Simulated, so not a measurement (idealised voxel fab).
Documented hereafter: the process module known as voxel trench capacitor.
Shown is cross-section cut, with a width of 295 nm and square cells of size 5 nm.
Just so we're on the same page, the cross-sections are grids of square cells, and they're listed out in bands top to bottom, each band one or more rows deep. Band: top height; bottom height; in nm. Then, left to right: material with width in nm, for each material. "everywhere": a single material spanning edge to edge. "empty": empty space. Counting heights begins at 0, where everything beneath is, in the wafer as received, one material. The lowest band has no bottom; it goes on downwards, as "0 -> down" shows. Width "30..40": first value at the band's top row of cells, second value at its bottom row, equal change from row to row. "stayed the same" means the step left every cell of the cross-section as it was. For the entry "Enclosed cavities", the listed items are empty spaces with no open way to the top whose size is 8 cells or more; each item follows the pattern width x height at distance, where distance is from the left edge and all three are in nm. On a step's line, text after the settings is the simulator commenting on that step. The line of a step may include "overlay nm". On a step with a mask, this value is how far to the right of its planned place the mask lay. A negative value means the mask lay to the left.

# Steps in the process plan
1. RECEIVE (material Si)
2. CONFORMAL_DEP (material SiN; thk nm 5)
3. MASKED_ETCH (tone open; mask id TRENCH; width nm 20; pitch nm 50; etch materials SiN; depth nm 5; overlay nm 0)
4. MASKED_ETCH (tone open; mask id TRENCH; width nm 20; pitch nm 50; etch materials Si; depth nm 30; overlay nm 0)
5. CONFORMAL_DEP (material SiO2; thk nm 5)
6. FILL_DEP (material polySi; thk nm 10)
7. CMP (height nm 5)

# Cross-section: wafer on arrival = after step 1
	0 -> down: Si everywhere
	Enclosed cavities: none

# Here's the wafer cut in cross-section after the module, started and planned just like above, except one thing was done wrong in the run
	5 -> 0: SiN (85), then SiO2 (5), then polySi (10), then SiO2 (5), then SiN (30), then SiO2 (5), then polySi (10), then SiO2 (5), then SiN (30), then SiO2 (5), then polySi (10), then SiO2 (5), then SiN (90)
	0 -> -35: Si (85), then SiO2 (5), then polySi (10), then SiO2 (5), then Si (30), then SiO2 (5), then polySi (10), then SiO2 (5), then Si (30), then SiO2 (5), then polySi (10), then SiO2 (5), then Si (90)
	-35 -> -40: Si (85), then SiO2 (20), then Si (30), then SiO2 (20), then Si (30), then SiO2 (20), then Si (90)
	-40 -> down: Si everywhere
	Enclosed cavities: none
Which mistake was made when the wafer was run? step 4 did not use the planned setting and instead ran as MASKED_ETCH (tone open; mask id TRENCH; width nm 20; pitch nm 50; etch materials Si; depth nm 40; overlay nm 0)
